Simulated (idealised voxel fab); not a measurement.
The name of this process module is voxel trench capacitor.
Xsec cut, 265 nm wide, square cell size 5 nm.
This document writes a cross-section as a grid whose cells are square, and gives it as bands, listed from the top down; one or more rows of cells form a band. Look at the band entry: it leads with the top's height and the bottom's height in nm. Then it lists the materials left to right, with a width in nm for each. The word "full width" on a single material says that material fills the band edge to edge. The word "empty" is empty space. Height 0 is the level under which the wafer as received is all one material. The lowest band goes on downwards, as in "top 0, no bottom". The notation "30->40" denotes a width that varies across the rows of cells in the band, beginning at the first number in the top row, finishing at the second number in the bottom row, and changing by an identical amount from each row to the next. It should be understood that the words "changes: none", when stated for a given step, signify that the cross-section underwent no change in any of its cells during that step. Voids not open to the top, 8 cells minimum: see "Unvented cavities". Written width x height at distance; distance is from the left edge; nm. If you see something after the settings on a step's line, that's the simulator's own remark about that step. "overlay nm", when on a step's line for a step with a mask, measures how far to the right of its planned place the mask lay; a negative measure means to the left.
Intended process steps:
1,RECEIVE with material Si
2,CONFORMAL_DEP with material SiN, thk nm 5
3,DIRECTIONAL_DEP with material aC, thk nm 10
4,PATTERN with tone open, mask id TRENCH, material resist, width nm 30, pitch nm 60, thk nm 30, overlay nm -15
5,DIRECTIONAL_ETCH with etch materials aC, depth nm 10
6,STRIP with etch materials resist
7,DIRECTIONAL_ETCH with etch materials SiN, depth nm 5
8,DIRECTIONAL_ETCH with etch materials Si, depth nm 40
9,STRIP with etch materials aC
10,CONFORMAL_DEP with material HfO2, thk nm 5
11,CONFORMAL_DEP with material TiN, thk nm 5
12,FILL_DEP with material W, thk nm 5
13,CMP with height nm 5
The wafers are alike at the start. At step 4, their overlay nm differs. The plan lists the first wafer's value.
Cross-section of the first of several wafers as received (after step 1):
> top 0, no bottom  Si full width
> Unvented cavities: none
Last step of the module is step 13; after it, the first of several wafers in cross-section:
> top 5, bottom 0  SiN=70 / HfO2=5 / TiN=5 / W=10 / TiN=5 / HfO2=5 / SiN=30 / HfO2=5 / TiN=5 / W=10 / TiN=5 / HfO2=5 / SiN=105
> top 0, bottom -30  Si=70 / HfO2=5 / TiN=5 / W=10 / TiN=5 / HfO2=5 / Si=30 / HfO2=5 / TiN=5 / W=10 / TiN=5 / HfO2=5 / Si=105
> top -30, bottom -35  Si=70 / HfO2=5 / TiN=20 / HfO2=5 / Si=30 / HfO2=5 / TiN=20 / HfO2=5 / Si=105
> top -35, bottom -40  Si=70 / HfO2=30 / Si=30 / HfO2=30 / Si=105
> top -40, no bottom  Si full width
> Unvented cavities: none
The module's end: a cross-section of the last wafer:
> top 5, bottom 0  SiN=100 / HfO2=5 / TiN=5 / W=10 / TiN=5 / HfO2=5 / SiN=30 / HfO2=5 / TiN=5 / W=10 / TiN=5 / HfO2=5 / SiN=75
> top 0, bottom -30  Si=100 / HfO2=5 / TiN=5 / W=10 / TiN=5 / HfO2=5 / Si=30 / HfO2=5 / TiN=5 / W=10 / TiN=5 / HfO2=5 / Si=75
> top -30, bottom -35  Si=100 / HfO2=5 / TiN=20 / HfO2=5 / Si=30 / HfO2=5 / TiN=20 / HfO2=5 / Si=75
> top -35, bottom -40  Si=100 / HfO2=30 / Si=30 / HfO2=30 / Si=75
> top -40, no bottom  Si full width
> Unvented cavities: none
Here is how to read the rows: every wafer has a row, and it shows the wafer at the end of the module, giving for each material how many cells were gained (+) or lost (-) since the wafer was received, then listing its closed voids:
overlay nm -15, +44 HfO2, -96 Si, +41 SiN, +36 TiN, +28 W, Unvented cavities: none
overlay nm -10, +44 HfO2, -96 Si, +41 SiN, +36 TiN, +28 W, Unvented cavities: none
overlay nm -5, +44 HfO2, -96 Si, +41 SiN, +36 TiN, +28 W, Unvented cavities: none
overlay nm 0, +44 HfO2, -96 Si, +41 SiN, +36 TiN, +28 W, Unvented cavities: none
overlay nm 5, +44 HfO2, -96 Si, +41 SiN, +36 TiN, +28 W, Unvented cavities: none
overlay nm 10, +44 HfO2, -96 Si, +41 SiN, +36 TiN, +28 W, Unvented cavities: none
overlay nm 15, +44 HfO2, -96 Si, +41 SiN, +36 TiN, +28 W, Unvented cavities: none
